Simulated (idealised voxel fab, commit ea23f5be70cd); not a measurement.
Documented hereafter: the process module known as voxel wiring stack.
The cross-section on display is named cut; it measures 300 nm wide, and its cells are 5 nm squares.
Cross-section layout: square cells on a grid; listed as bands, top to bottom; a band spans one or more cell rows.
This entry defines a band. It first specifies the height of the band's top and the height of its bottom in nm, and then specifies the band's materials from left to right, stating each material with its width in nm. The word "throughout" identifies a single material that fills the band from edge to edge, while the word "air" identifies empty space.
Basically, 0 is our baseline, since under it the wafer straight out of the box is all one material. The bottom band has no lower end and keeps on going down, so it looks like "from 0 down".
Quick explanation for "30->40": the width changes in equal steps down the rows of cells, from the first number in the band's top row to the second number in its bottom row.
"nothing different" means the step left every cell of the cross-section as it was.
Closed empty spaces (no open way to the top) of 8 cells or more are what "Closed cavity list" lists, each as width x height at distance from the left edge, nm for all three.
Step line, after settings: the simulator's comment on this step.
When a step includes a mask, the "overlay nm" setting on its line states how far to the right of its planned place that mask lay, and negative values state how far to the left.

PROCESS STEPS - PLAN
| 1 | RECEIVE | material Si |
| 2 | CONFORMAL_DEP | material SiO2 | thk nm 15 |
| 3 | DIRECTIONAL_DEP | material TiN | thk nm 5 |
| 4 | DIRECTIONAL_DEP | material Ru | thk nm 25 |
| 5 | PATTERN | tone cover | mask id METAL_1 | material resist | width nm 30 | pitch nm 45 | thk nm 20 | overlay nm 0 |
| 6 | DIRECTIONAL_ETCH | etch materials Ru | depth nm 25 |
| 7 | DIRECTIONAL_ETCH | etch materials TiN | depth nm 5 |
| 8 | STRIP | etch materials resist |
| 9 | CONFORMAL_DEP | material SiN | thk nm 5 |
| 10 | FILL_DEP | material lowk | thk nm 10 |
| 11 | CMP | height nm 45 |
| 12 | CONFORMAL_DEP | material SiCN | thk nm 5 |
| 13 | DIRECTIONAL_DEP | material lowk | thk nm 30 |
| 14 | MASKED_ETCH | tone open | mask id METAL_2_HOLES | width nm 15 | pitch nm 45 | etch materials lowk | depth nm 30 | overlay nm 0 |
| 15 | MASKED_ETCH | tone open | mask id METAL_2 | width nm 30 | pitch nm 45 | etch materials lowk | depth nm 15 | overlay nm 0 |
| 16 | MASKED_ETCH | tone open | mask id METAL_2 | width nm 30 | pitch nm 45 | etch materials SiCN | depth nm 5 | overlay nm 0 |
| 17 | CONFORMAL_DEP | material TiN | thk nm 5 |
| 18 | FILL_DEP | material Cu | thk nm 10 |
| 19 | CMP | height nm 80 |
| 20 | CONFORMAL_DEP | material SiCN | thk nm 5 |
| 21 | DIRECTIONAL_DEP | material SiO2 | thk nm 30 |
| 22 | PATTERN | tone open | mask id METAL_3 | material resist | width nm 30 | pitch nm 45 | thk nm 20 | overlay nm 0 |
| 23 | DIRECTIONAL_ETCH | etch materials SiO2 | depth nm 15 |
| 24 | STRIP | etch materials resist |
| 25 | MASKED_ETCH | tone open | mask id METAL_3_HOLES | width nm 15 | pitch nm 45 | etch materials SiO2 | depth nm 15 | overlay nm 0 |
| 26 | MASKED_ETCH | tone open | mask id METAL_3_HOLES | width nm 15 | pitch nm 45 | etch materials SiCN | depth nm 5 | overlay nm 0 |
| 27 | CONFORMAL_DEP | material TiN | thk nm 5 |
| 28 | FILL_DEP | material Cu | thk nm 10 |
| 29 | CMP | height nm 115 |
| 30 | CONFORMAL_DEP | material SiN | thk nm 5 |

RUN AS PLANNED: FIRST OF TWO WAFERS

WAFER AT RECEIPT (POST STEP 1), CROSS-SECTION
from 0 down | Si throughout
Closed cavity list: none

CROSS-SECTIONAL REPRESENTATION OF THE WAFER AT THE CONCLUSION OF STEP 2
from 15 to 0 | SiO2 throughout
Beneath the level 0, the cross-section is identical to its previous state.

CROSS-SECTIONAL REPRESENTATION OF THE WAFER AT THE CONCLUSION OF STEP 3
from 20 to 15 | TiN throughout
Beneath the level 15, the cross-section is identical to its previous state.

CROSS-SECTIONAL REPRESENTATION OF THE WAFER AT THE CONCLUSION OF STEP 4
from 45 to 20 | Ru throughout
Beneath the level 20, the cross-section is identical to its previous state.

CROSS-SECTIONAL REPRESENTATION OF THE WAFER AT THE CONCLUSION OF STEP 5
from 65 to 45 | 65 air, then 30 resist, then 15 air, then 30 resist, then 15 air, then 30 resist, then 15 air, then 30 resist, then 70 air
Beneath the level 45, the cross-section is identical to its previous state.

CROSS-SECTIONAL REPRESENTATION OF THE WAFER AT THE CONCLUSION OF STEP 6
from 65 to 45 | 65 air, then 30 resist, then 15 air, then 30 resist, then 15 air, then 30 resist, then 15 air, then 30 resist, then 70 air
from 45 to 20 | 65 air, then 30 Ru, then 15 air, then 30 Ru, then 15 air, then 30 Ru, then 15 air, then 30 Ru, then 70 air
Beneath the level 20, the cross-section is identical to its previous state.

CROSS-SECTIONAL REPRESENTATION OF THE WAFER AT THE CONCLUSION OF STEP 7
from 65 to 45 | 65 air, then 30 resist, then 15 air, then 30 resist, then 15 air, then 30 resist, then 15 air, then 30 resist, then 70 air
from 45 to 20 | 65 air, then 30 Ru, then 15 air, then 30 Ru, then 15 air, then 30 Ru, then 15 air, then 30 Ru, then 70 air
from 20 to 15 | 65 air, then 30 TiN, then 15 air, then 30 TiN, then 15 air, then 30 TiN, then 15 air, then 30 TiN, then 70 air
Beneath the level 15, the cross-section is identical to its previous state.

CROSS-SECTIONAL REPRESENTATION OF THE WAFER AT THE CONCLUSION OF STEP 8
from 45 to 20 | 65 air, then 30 Ru, then 15 air, then 30 Ru, then 15 air, then 30 Ru, then 15 air, then 30 Ru, then 70 air
Beneath the level 20, the cross-section is identical to its previous state.

CROSS-SECTIONAL REPRESENTATION OF THE WAFER AT THE CONCLUSION OF STEP 9
from 50 to 45 | 60 air, then 40 SiN, then 5 air, then 40 SiN, then 5 air, then 40 SiN, then 5 air, then 40 SiN, then 65 air
from 45 to 20 | 60 air, then 5 SiN, then 30 Ru, then 5 SiN, then 5 air, then 5 SiN, then 30 Ru, then 5 SiN, then 5 air, then 5 SiN, then 30 Ru, then 5 SiN, then 5 air, then 5 SiN, then 30 Ru, then 5 SiN, then 65 air
from 20 to 15 | 65 SiN, then 30 TiN, then 15 SiN, then 30 TiN, then 15 SiN, then 30 TiN, then 15 SiN, then 30 TiN, then 70 SiN
Beneath the level 15, the cross-section is identical to its previous state.

CROSS-SECTIONAL REPRESENTATION OF THE WAFER AT THE CONCLUSION OF STEP 10
from 60 to 50 | lowk throughout
from 50 to 45 | 60 lowk, then 40 SiN, then 5 lowk, then 40 SiN, then 5 lowk, then 40 SiN, then 5 lowk, then 40 SiN, then 65 lowk
from 45 to 20 | 60 lowk, then 5 SiN, then 30 Ru, then 5 SiN, then 5 lowk, then 5 SiN, then 30 Ru, then 5 SiN, then 5 lowk, then 5 SiN, then 30 Ru, then 5 SiN, then 5 lowk, then 5 SiN, then 30 Ru, then 5 SiN, then 65 lowk
Beneath the level 20, the cross-section is identical to its previous state.

CROSS-SECTIONAL REPRESENTATION OF THE WAFER AT THE CONCLUSION OF STEP 11
from 45 to 20 | 60 lowk, then 5 SiN, then 30 Ru, then 5 SiN, then 5 lowk, then 5 SiN, then 30 Ru, then 5 SiN, then 5 lowk, then 5 SiN, then 30 Ru, then 5 SiN, then 5 lowk, then 5 SiN, then 30 Ru, then 5 SiN, then 65 lowk
Beneath the level 20, the cross-section is identical to its previous state.

CROSS-SECTIONAL REPRESENTATION OF THE WAFER AT THE CONCLUSION OF STEP 12
from 50 to 45 | SiCN throughout
Beneath the level 45, the cross-section is identical to its previous state.

CROSS-SECTIONAL REPRESENTATION OF THE WAFER AT THE CONCLUSION OF STEP 13
from 80 to 50 | lowk throughout
Beneath the level 50, the cross-section is identical to its previous state.

CROSS-SECTIONAL REPRESENTATION OF THE WAFER AT THE CONCLUSION OF STEP 14
from 80 to 50 | 65 lowk, then 15 air, then 30 lowk, then 15 air, then 30 lowk, then 15 air, then 30 lowk, then 15 air, then 85 lowk
Beneath the level 50, the cross-section is identical to its previous state.

CROSS-SECTIONAL REPRESENTATION OF THE WAFER AT THE CONCLUSION OF STEP 15
from 80 to 65 | 65 lowk, then 30 air, then 15 lowk, then 30 air, then 15 lowk, then 30 air, then 15 lowk, then 30 air, then 70 lowk
Beneath the level 65, the cross-section is identical to its previous state.

CROSS-SECTIONAL REPRESENTATION OF THE WAFER AT THE CONCLUSION OF STEP 16
from 80 to 65 | 65 lowk, then 30 air, then 15 lowk, then 30 air, then 15 lowk, then 30 air, then 15 lowk, then 30 air, then 70 lowk
from 65 to 50 | 65 lowk, then 15 air, then 30 lowk, then 15 air, then 30 lowk, then 15 air, then 30 lowk, then 15 air, then 85 lowk
from 50 to 45 | 65 SiCN, then 15 air, then 30 SiCN, then 15 air, then 30 SiCN, then 15 air, then 30 SiCN, then 15 air, then 85 SiCN
Beneath the level 45, the cross-section is identical to its previous state.

CROSS-SECTIONAL REPRESENTATION OF THE WAFER AT THE CONCLUSION OF STEP 17
from 85 to 80 | 70 TiN, then 20 air, then 25 TiN, then 20 air, then 25 TiN, then 20 air, then 25 TiN, then 20 air, then 75 TiN
from 80 to 70 | 65 lowk, then 5 TiN, then 20 air, then 5 TiN, then 15 lowk, then 5 TiN, then 20 air, then 5 TiN, then 15 lowk, then 5 TiN, then 20 air, then 5 TiN, then 15 lowk, then 5 TiN, then 20 air, then 5 TiN, then 70 lowk
from 70 to 65 | 65 lowk, then 5 TiN, then 5 air, then 20 TiN, then 15 lowk, then 5 TiN, then 5 air, then 20 TiN, then 15 lowk, then 5 TiN, then 5 air, then 20 TiN, then 15 lowk, then 5 TiN, then 5 air, then 20 TiN, then 70 lowk
from 65 to 50 | 65 lowk, then 5 TiN, then 5 air, then 5 TiN, then 30 lowk, then 5 TiN, then 5 air, then 5 TiN, then 30 lowk, then 5 TiN, then 5 air, then 5 TiN, then 30 lowk, then 5 TiN, then 5 air, then 5 TiN, then 85 lowk
from 50 to 45 | 65 SiCN, then 15 TiN, then 30 SiCN, then 15 TiN, then 30 SiCN, then 15 TiN, then 30 SiCN, then 15 TiN, then 85 SiCN
Beneath the level 45, the cross-section is identical to its previous state.

CROSS-SECTIONAL REPRESENTATION OF THE WAFER AT THE CONCLUSION OF STEP 18
from 95 to 85 | Cu throughout
from 85 to 80 | 70 TiN, then 20 Cu, then 25 TiN, then 20 Cu, then 25 TiN, then 20 Cu, then 25 TiN, then 20 Cu, then 75 TiN
from 80 to 70 | 65 lowk, then 5 TiN, then 20 Cu, then 5 TiN, then 15 lowk, then 5 TiN, then 20 Cu, then 5 TiN, then 15 lowk, then 5 TiN, then 20 Cu, then 5 TiN, then 15 lowk, then 5 TiN, then 20 Cu, then 5 TiN, then 70 lowk
from 70 to 65 | 65 lowk, then 5 TiN, then 5 Cu, then 20 TiN, then 15 lowk, then 5 TiN, then 5 Cu, then 20 TiN, then 15 lowk, then 5 TiN, then 5 Cu, then 20 TiN, then 15 lowk, then 5 TiN, then 5 Cu, then 20 TiN, then 70 lowk
from 65 to 50 | 65 lowk, then 5 TiN, then 5 Cu, then 5 TiN, then 30 lowk, then 5 TiN, then 5 Cu, then 5 TiN, then 30 lowk, then 5 TiN, then 5 Cu, then 5 TiN, then 30 lowk, then 5 TiN, then 5 Cu, then 5 TiN, then 85 lowk
Beneath the level 50, the cross-section is identical to its previous state.

CROSS-SECTIONAL REPRESENTATION OF THE WAFER AT THE CONCLUSION OF STEP 19
from 80 to 70 | 65 lowk, then 5 TiN, then 20 Cu, then 5 TiN, then 15 lowk, then 5 TiN, then 20 Cu, then 5 TiN, then 15 lowk, then 5 TiN, then 20 Cu, then 5 TiN, then 15 lowk, then 5 TiN, then 20 Cu, then 5 TiN, then 70 lowk
Beneath the level 70, the cross-section is identical to its previous state.

CROSS-SECTIONAL REPRESENTATION OF THE WAFER AT THE CONCLUSION OF STEP 20
from 85 to 80 | SiCN throughout
Beneath the level 80, the cross-section is identical to its previous state.

CROSS-SECTIONAL REPRESENTATION OF THE WAFER AT THE CONCLUSION OF STEP 21
from 115 to 85 | SiO2 throughout
Beneath the level 85, the cross-section is identical to its previous state.

CROSS-SECTIONAL REPRESENTATION OF THE WAFER AT THE CONCLUSION OF STEP 22
from 135 to 115 | 65 resist, then 30 air, then 15 resist, then 30 air, then 15 resist, then 30 air, then 15 resist, then 30 air, then 70 resist
Beneath the level 115, the cross-section is identical to its previous state.

CROSS-SECTIONAL REPRESENTATION OF THE WAFER AT THE CONCLUSION OF STEP 23
from 135 to 115 | 65 resist, then 30 air, then 15 resist, then 30 air, then 15 resist, then 30 air, then 15 resist, then 30 air, then 70 resist
from 115 to 100 | 65 SiO2, then 30 air, then 15 SiO2, then 30 air, then 15 SiO2, then 30 air, then 15 SiO2, then 30 air, then 70 SiO2
Beneath the level 100, the cross-section is identical to its previous state.

CROSS-SECTIONAL REPRESENTATION OF THE WAFER AT THE CONCLUSION OF STEP 24
from 115 to 100 | 65 SiO2, then 30 air, then 15 SiO2, then 30 air, then 15 SiO2, then 30 air, then 15 SiO2, then 30 air, then 70 SiO2
Beneath the level 100, the cross-section is identical to its previous state.

CROSS-SECTIONAL REPRESENTATION OF THE WAFER AT THE CONCLUSION OF STEP 25
from 115 to 100 | 65 SiO2, then 30 air, then 15 SiO2, then 30 air, then 15 SiO2, then 30 air, then 15 SiO2, then 30 air, then 70 SiO2
from 100 to 85 | 65 SiO2, then 15 air, then 30 SiO2, then 15 air, then 30 SiO2, then 15 air, then 30 SiO2, then 15 air, then 85 SiO2
Beneath the level 85, the cross-section is identical to its previous state.

CROSS-SECTIONAL REPRESENTATION OF THE WAFER AT THE CONCLUSION OF STEP 26
from 115 to 100 | 65 SiO2, then 30 air, then 15 SiO2, then 30 air, then 15 SiO2, then 30 air, then 15 SiO2, then 30 air, then 70 SiO2
from 100 to 85 | 65 SiO2, then 15 air, then 30 SiO2, then 15 air, then 30 SiO2, then 15 air, then 30 SiO2, then 15 air, then 85 SiO2
from 85 to 80 | 65 SiCN, then 15 air, then 30 SiCN, then 15 air, then 30 SiCN, then 15 air, then 30 SiCN, then 15 air, then 85 SiCN
Beneath the level 80, the cross-section is identical to its previous state.

CROSS-SECTIONAL REPRESENTATION OF THE WAFER AT THE CONCLUSION OF STEP 27
from 120 to 115 | 70 TiN, then 20 air, then 25 TiN, then 20 air, then 25 TiN, then 20 air, then 25 TiN, then 20 air, then 75 TiN
from 115 to 105 | 65 SiO2, then 5 TiN, then 20 air, then 5 TiN, then 15 SiO2, then 5 TiN, then 20 air, then 5 TiN, then 15 SiO2, then 5 TiN, then 20 air, then 5 TiN, then 15 SiO2, then 5 TiN, then 20 air, then 5 TiN, then 70 SiO2
from 105 to 100 | 65 SiO2, then 5 TiN, then 5 air, then 20 TiN, then 15 SiO2, then 5 TiN, then 5 air, then 20 TiN, then 15 SiO2, then 5 TiN, then 5 air, then 20 TiN, then 15 SiO2, then 5 TiN, then 5 air, then 20 TiN, then 70 SiO2
from 100 to 85 | 65 SiO2, then 5 TiN, then 5 air, then 5 TiN, then 30 SiO2, then 5 TiN, then 5 air, then 5 TiN, then 30 SiO2, then 5 TiN, then 5 air, then 5 TiN, then 30 SiO2, then 5 TiN, then 5 air, then 5 TiN, then 85 SiO2
from 85 to 80 | 65 SiCN, then 15 TiN, then 30 SiCN, then 15 TiN, then 30 SiCN, then 15 TiN, then 30 SiCN, then 15 TiN, then 85 SiCN
Beneath the level 80, the cross-section is identical to its previous state.

CROSS-SECTIONAL REPRESENTATION OF THE WAFER AT THE CONCLUSION OF STEP 28
from 130 to 120 | Cu throughout
from 120 to 115 | 70 TiN, then 20 Cu, then 25 TiN, then 20 Cu, then 25 TiN, then 20 Cu, then 25 TiN, then 20 Cu, then 75 TiN
from 115 to 105 | 65 SiO2, then 5 TiN, then 20 Cu, then 5 TiN, then 15 SiO2, then 5 TiN, then 20 Cu, then 5 TiN, then 15 SiO2, then 5 TiN, then 20 Cu, then 5 TiN, then 15 SiO2, then 5 TiN, then 20 Cu, then 5 TiN, then 70 SiO2
from 105 to 100 | 65 SiO2, then 5 TiN, then 5 Cu, then 20 TiN, then 15 SiO2, then 5 TiN, then 5 Cu, then 20 TiN, then 15 SiO2, then 5 TiN, then 5 Cu, then 20 TiN, then 15 SiO2, then 5 TiN, then 5 Cu, then 20 TiN, then 70 SiO2
from 100 to 85 | 65 SiO2, then 5 TiN, then 5 Cu, then 5 TiN, then 30 SiO2, then 5 TiN, then 5 Cu, then 5 TiN, then 30 SiO2, then 5 TiN, then 5 Cu, then 5 TiN, then 30 SiO2, then 5 TiN, then 5 Cu, then 5 TiN, then 85 SiO2
Beneath the level 85, the cross-section is identical to its previous state.

CROSS-SECTIONAL REPRESENTATION OF THE WAFER AT THE CONCLUSION OF STEP 29
from 115 to 105 | 65 SiO2, then 5 TiN, then 20 Cu, then 5 TiN, then 15 SiO2, then 5 TiN, then 20 Cu, then 5 TiN, then 15 SiO2, then 5 TiN, then 20 Cu, then 5 TiN, then 15 SiO2, then 5 TiN, then 20 Cu, then 5 TiN, then 70 SiO2
Beneath the level 105, the cross-section is identical to its previous state.

CROSS-SECTIONAL REPRESENTATION OF THE WAFER AT THE CONCLUSION OF STEP 30
from 120 to 115 | SiN throughout
Beneath the level 115, the cross-section is identical to its previous state.

WAFER TWO. IDENTICAL START, IDENTICAL PLAN. ONE MISTAKE IN EXECUTION. IDENTICAL HISTORY THROUGH STEP 18

CROSS-SECTION, SECOND WAFER, AT THE END TIME THE PLAN GIVES FOR STEP 19
from 90 to 85 | Cu throughout
Beneath the level 85, the cross-section is identical to its previous state.

CROSS-SECTION, SECOND WAFER, AT THE END TIME THE PLAN GIVES FOR STEP 20
from 95 to 90 | SiCN throughout
Beneath the level 90, the cross-section is identical to its previous state.

CROSS-SECTION, SECOND WAFER, AT THE END TIME THE PLAN GIVES FOR STEP 21
from 125 to 95 | SiO2 throughout
Beneath the level 95, the cross-section is identical to its previous state.

CROSS-SECTION, SECOND WAFER, AT THE END TIME THE PLAN GIVES FOR STEP 22
from 145 to 125 | 65 resist, then 30 air, then 15 resist, then 30 air, then 15 resist, then 30 air, then 15 resist, then 30 air, then 70 resist
Beneath the level 125, the cross-section is identical to its previous state.

CROSS-SECTION, SECOND WAFER, AT THE END TIME THE PLAN GIVES FOR STEP 23
from 145 to 125 | 65 resist, then 30 air, then 15 resist, then 30 air, then 15 resist, then 30 air, then 15 resist, then 30 air, then 70 resist
from 125 to 110 | 65 SiO2, then 30 air, then 15 SiO2, then 30 air, then 15 SiO2, then 30 air, then 15 SiO2, then 30 air, then 70 SiO2
Beneath the level 110, the cross-section is identical to its previous state.

CROSS-SECTION, SECOND WAFER, AT THE END TIME THE PLAN GIVES FOR STEP 24
from 125 to 110 | 65 SiO2, then 30 air, then 15 SiO2, then 30 air, then 15 SiO2, then 30 air, then 15 SiO2, then 30 air, then 70 SiO2
Beneath the level 110, the cross-section is identical to its previous state.

CROSS-SECTION, SECOND WAFER, AT THE END TIME THE PLAN GIVES FOR STEP 25
from 125 to 110 | 65 SiO2, then 30 air, then 15 SiO2, then 30 air, then 15 SiO2, then 30 air, then 15 SiO2, then 30 air, then 70 SiO2
from 110 to 95 | 65 SiO2, then 15 air, then 30 SiO2, then 15 air, then 30 SiO2, then 15 air, then 30 SiO2, then 15 air, then 85 SiO2
Beneath the level 95, the cross-section is identical to its previous state.

CROSS-SECTION, SECOND WAFER, AT THE END TIME THE PLAN GIVES FOR STEP 26
from 125 to 110 | 65 SiO2, then 30 air, then 15 SiO2, then 30 air, then 15 SiO2, then 30 air, then 15 SiO2, then 30 air, then 70 SiO2
from 110 to 95 | 65 SiO2, then 15 air, then 30 SiO2, then 15 air, then 30 SiO2, then 15 air, then 30 SiO2, then 15 air, then 85 SiO2
from 95 to 90 | 65 SiCN, then 15 air, then 30 SiCN, then 15 air, then 30 SiCN, then 15 air, then 30 SiCN, then 15 air, then 85 SiCN
Beneath the level 90, the cross-section is identical to its previous state.

CROSS-SECTION, SECOND WAFER, AT THE END TIME THE PLAN GIVES FOR STEP 27
from 130 to 125 | 70 TiN, then 20 air, then 25 TiN, then 20 air, then 25 TiN, then 20 air, then 25 TiN, then 20 air, then 75 TiN
from 125 to 115 | 65 SiO2, then 5 TiN, then 20 air, then 5 TiN, then 15 SiO2, then 5 TiN, then 20 air, then 5 TiN, then 15 SiO2, then 5 TiN, then 20 air, then 5 TiN, then 15 SiO2, then 5 TiN, then 20 air, then 5 TiN, then 70 SiO2
from 115 to 110 | 65 SiO2, then 5 TiN, then 5 air, then 20 TiN, then 15 SiO2, then 5 TiN, then 5 air, then 20 TiN, then 15 SiO2, then 5 TiN, then 5 air, then 20 TiN, then 15 SiO2, then 5 TiN, then 5 air, then 20 TiN, then 70 SiO2
from 110 to 95 | 65 SiO2, then 5 TiN, then 5 air, then 5 TiN, then 30 SiO2, then 5 TiN, then 5 air, then 5 TiN, then 30 SiO2, then 5 TiN, then 5 air, then 5 TiN, then 30 SiO2, then 5 TiN, then 5 air, then 5 TiN, then 85 SiO2
from 95 to 90 | 65 SiCN, then 15 TiN, then 30 SiCN, then 15 TiN, then 30 SiCN, then 15 TiN, then 30 SiCN, then 15 TiN, then 85 SiCN
Beneath the level 90, the cross-section is identical to its previous state.

CROSS-SECTION, SECOND WAFER, AT THE END TIME THE PLAN GIVES FOR STEP 28
from 140 to 130 | Cu throughout
from 130 to 125 | 70 TiN, then 20 Cu, then 25 TiN, then 20 Cu, then 25 TiN, then 20 Cu, then 25 TiN, then 20 Cu, then 75 TiN
from 125 to 115 | 65 SiO2, then 5 TiN, then 20 Cu, then 5 TiN, then 15 SiO2, then 5 TiN, then 20 Cu, then 5 TiN, then 15 SiO2, then 5 TiN, then 20 Cu, then 5 TiN, then 15 SiO2, then 5 TiN, then 20 Cu, then 5 TiN, then 70 SiO2
from 115 to 110 | 65 SiO2, then 5 TiN, then 5 Cu, then 20 TiN, then 15 SiO2, then 5 TiN, then 5 Cu, then 20 TiN, then 15 SiO2, then 5 TiN, then 5 Cu, then 20 TiN, then 15 SiO2, then 5 TiN, then 5 Cu, then 20 TiN, then 70 SiO2
from 110 to 95 | 65 SiO2, then 5 TiN, then 5 Cu, then 5 TiN, then 30 SiO2, then 5 TiN, then 5 Cu, then 5 TiN, then 30 SiO2, then 5 TiN, then 5 Cu, then 5 TiN, then 30 SiO2, then 5 TiN, then 5 Cu, then 5 TiN, then 85 SiO2
Beneath the level 95, the cross-section is identical to its previous state.

CROSS-SECTION, SECOND WAFER, AT THE END TIME THE PLAN GIVES FOR STEP 29
from 115 to 110 | 65 SiO2, then 5 TiN, then 5 Cu, then 20 TiN, then 15 SiO2, then 5 TiN, then 5 Cu, then 20 TiN, then 15 SiO2, then 5 TiN, then 5 Cu, then 20 TiN, then 15 SiO2, then 5 TiN, then 5 Cu, then 20 TiN, then 70 SiO2
Beneath the level 110, the cross-section is identical to its previous state.

CROSS-SECTION, SECOND WAFER, AT THE END TIME THE PLAN GIVES FOR STEP 30
from 120 to 115 | SiN throughout
Beneath the level 115, the cross-section is identical to its previous state.
The mistake made against the process plan was this: step 19 changed vs plan, executed as CMP | height nm 90
Counted in cells at the end, the second wafer holds more or fewer of these materials than the first: +44 Cu; -72 SiO2; +28 TiN
